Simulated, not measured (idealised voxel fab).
Process module in this document: voxel released beams
For reference, the cross-section in this document is cut, with width 245 nm and square cells of 5 nm.
A cross-section is written here as square cells arranged in a grid, and it is given in bands from the top down, each band taking up one or more rows of cells.
In this notation a band is specified by the heights of its top and bottom, in that order and in nm, after which its materials appear from left to right, each paired with its width in nm. The word "everywhere" attached to a single material means that material fills the band from edge to edge; the word "empty" stands for empty space.
Ref level 0: as-received wafer is one material below here. Bottom band extends down with no lower bound ("0 nm and below").
Think of "30..40" as a width that walks from the first number to the second as you go down the band, top row to bottom row, taking equal-sized steps from row to row.
No cell of the cross-section changed in a step that is given as "remained unchanged".
Sealed void inventory: empty space of 8 cells or more with no open way to the top, each as width x height at its distance from the left edge, in nm
Heads up: the bit after the settings on a step's line is the simulator's remark on that step.
Steps that use a mask can have "overlay nm" on their line. It says how far the mask sat to the right of where it was meant to be. Negative means to the left.
-- Process steps (planned)
1,RECEIVE (material Si)
2,CONFORMAL_DEP (material SiN; thk nm 5)
3,DIRECTIONAL_DEP (material SiO2; thk nm 20)
4,MASKED_ETCH (tone open; mask id ANCHOR; width nm 25; etch materials SiO2; depth nm 20; overlay nm 0)
5,CONFORMAL_DEP (material TiN; thk nm 10)
6,DIRECTIONAL_DEP (material aC; thk nm 15)
7,PATTERN (tone cover; mask id BEAM; material resist; width nm 100; thk nm 30; overlay nm 0)
8,DIRECTIONAL_ETCH (etch materials aC; depth nm 15)
9,STRIP (etch materials resist)
10,DIRECTIONAL_ETCH (etch materials TiN; depth nm 10)
11,STRIP (etch materials aC)
12,STRIP (etch materials SiO2)
-- First of two wafers - as planned
-- Cross-sectional view of the wafer in its as-received condition, corresponding to the state after step 1
	0 nm and below = Si everywhere
	Sealed void inventory: none
-- Cross-section through the wafer, step 2 finished
	5 nm to 0 nm = SiN everywhere
	At heights below 0, the structure remains unaltered.
-- Cross-section through the wafer, step 3 finished
	25 nm to 5 nm = SiO2 everywhere
	At heights below 5, the structure remains unaltered.
-- Cross-section through the wafer, step 4 finished
	25 nm to 5 nm = SiO2=75 / empty=25 / SiO2=145
	At heights below 5, the structure remains unaltered.
-- Cross-section through the wafer, step 5 finished
	35 nm to 25 nm = TiN=85 / empty=5 / TiN=155
	25 nm to 15 nm = SiO2=75 / TiN=10 / empty=5 / TiN=10 / SiO2=145
	15 nm to 5 nm = SiO2=75 / TiN=25 / SiO2=145
	At heights below 5, the structure remains unaltered.
-- Cross-section through the wafer, step 6 finished
	50 nm to 35 nm = aC=85 / empty=5 / aC=155
	35 nm to 30 nm = TiN=85 / empty=5 / TiN=155
	30 nm to 25 nm = TiN=85 / aC=5 / TiN=155
	25 nm to 15 nm = SiO2=75 / TiN=10 / aC=5 / TiN=10 / SiO2=145
	At heights below 15, the structure remains unaltered.
-- Cross-section through the wafer, step 7 finished
	80 nm to 50 nm = empty=70 / resist=100 / empty=75
	50 nm to 35 nm = aC=85 / resist=5 / aC=155
	35 nm to 30 nm = TiN=85 / resist=5 / TiN=155
	At heights below 30, the structure remains unaltered.
-- Cross-section through the wafer, step 8 finished
	65 nm to 50 nm = empty=70 / resist=100 / empty=75
	50 nm to 35 nm = empty=70 / aC=15 / resist=5 / aC=80 / empty=75
	At heights below 35, the structure remains unaltered.
-- Cross-section through the wafer, step 9 finished
	50 nm to 35 nm = empty=70 / aC=15 / empty=5 / aC=80 / empty=75
	35 nm to 30 nm = TiN=85 / empty=5 / TiN=155
	At heights below 30, the structure remains unaltered.
-- Cross-section through the wafer, step 10 finished
	50 nm to 35 nm = empty=70 / aC=15 / empty=5 / aC=80 / empty=75
	35 nm to 30 nm = empty=70 / TiN=15 / empty=5 / TiN=80 / empty=75
	30 nm to 25 nm = empty=70 / TiN=15 / aC=5 / TiN=80 / empty=75
	At heights below 25, the structure remains unaltered.
-- Cross-section through the wafer, step 11 finished
	35 nm to 25 nm = empty=70 / TiN=15 / empty=5 / TiN=80 / empty=75
	25 nm to 15 nm = SiO2=75 / TiN=10 / empty=5 / TiN=10 / SiO2=145
	At heights below 15, the structure remains unaltered.
-- Cross-section through the wafer, step 12 finished
	35 nm to 25 nm = empty=70 / TiN=15 / empty=5 / TiN=80 / empty=75
	25 nm to 15 nm = empty=75 / TiN=10 / empty=5 / TiN=10 / empty=145
	15 nm to 5 nm = empty=75 / TiN=25 / empty=145
	At heights below 5, the structure remains unaltered.
-- Notes, second wafer: start = first wafer's, plan = first wafer's, execution had one mistake; history identical to first through step 2
-- Second wafer, sectioned view, at step 3's planned end time
	15 nm to 5 nm = SiO2 everywhere
	At heights below 5, the structure remains unaltered.
-- Second wafer, sectioned view, at step 4's planned end time
	15 nm to 5 nm = SiO2=75 / empty=25 / SiO2=145
	At heights below 5, the structure remains unaltered.
-- Second wafer, sectioned view, at step 5's planned end time
	25 nm to 15 nm = TiN=85 / empty=5 / TiN=155
	15 nm to 5 nm = SiO2=75 / TiN=25 / SiO2=145
	At heights below 5, the structure remains unaltered.
-- Second wafer, sectioned view, at step 6's planned end time
	40 nm to 30 nm = aC=85 / empty=5 / aC=155
	30 nm to 25 nm = aC everywhere
	25 nm to 15 nm = TiN=85 / aC=5 / TiN=155
	At heights below 15, the structure remains unaltered.
-- Second wafer, sectioned view, at step 7's planned end time
	70 nm to 40 nm = empty=70 / resist=100 / empty=75
	40 nm to 30 nm = aC=85 / resist=5 / aC=155
	At heights below 30, the structure remains unaltered.
-- Second wafer, sectioned view, at step 8's planned end time
	55 nm to 40 nm = empty=70 / resist=100 / empty=75
	40 nm to 30 nm = empty=70 / aC=15 / resist=5 / aC=80 / empty=75
	30 nm to 25 nm = empty=70 / aC=100 / empty=75
	At heights below 25, the structure remains unaltered.
-- Second wafer, sectioned view, at step 9's planned end time
	40 nm to 30 nm = empty=70 / aC=15 / empty=5 / aC=80 / empty=75
	At heights below 30, the structure remains unaltered.
-- Second wafer, sectioned view, at step 10's planned end time
	40 nm to 30 nm = empty=70 / aC=15 / empty=5 / aC=80 / empty=75
	30 nm to 25 nm = empty=70 / aC=100 / empty=75
	25 nm to 15 nm = empty=70 / TiN=15 / aC=5 / TiN=80 / empty=75
	At heights below 15, the structure remains unaltered.
-- Second wafer, sectioned view, at step 11's planned end time
	25 nm to 15 nm = empty=70 / TiN=15 / empty=5 / TiN=80 / empty=75
	At heights below 15, the structure remains unaltered.
-- Second wafer, sectioned view, at step 12's planned end time
	25 nm to 15 nm = empty=70 / TiN=15 / empty=5 / TiN=80 / empty=75
	15 nm to 5 nm = empty=75 / TiN=25 / empty=145
	At heights below 5, the structure remains unaltered.
Processing error: the process deviated at step 3: the operation and settings actually run there were DIRECTIONAL_DEP (material SiO2; thk nm 10)
Final cells, second wafer relative to first, materials higher or lower: TiN -8
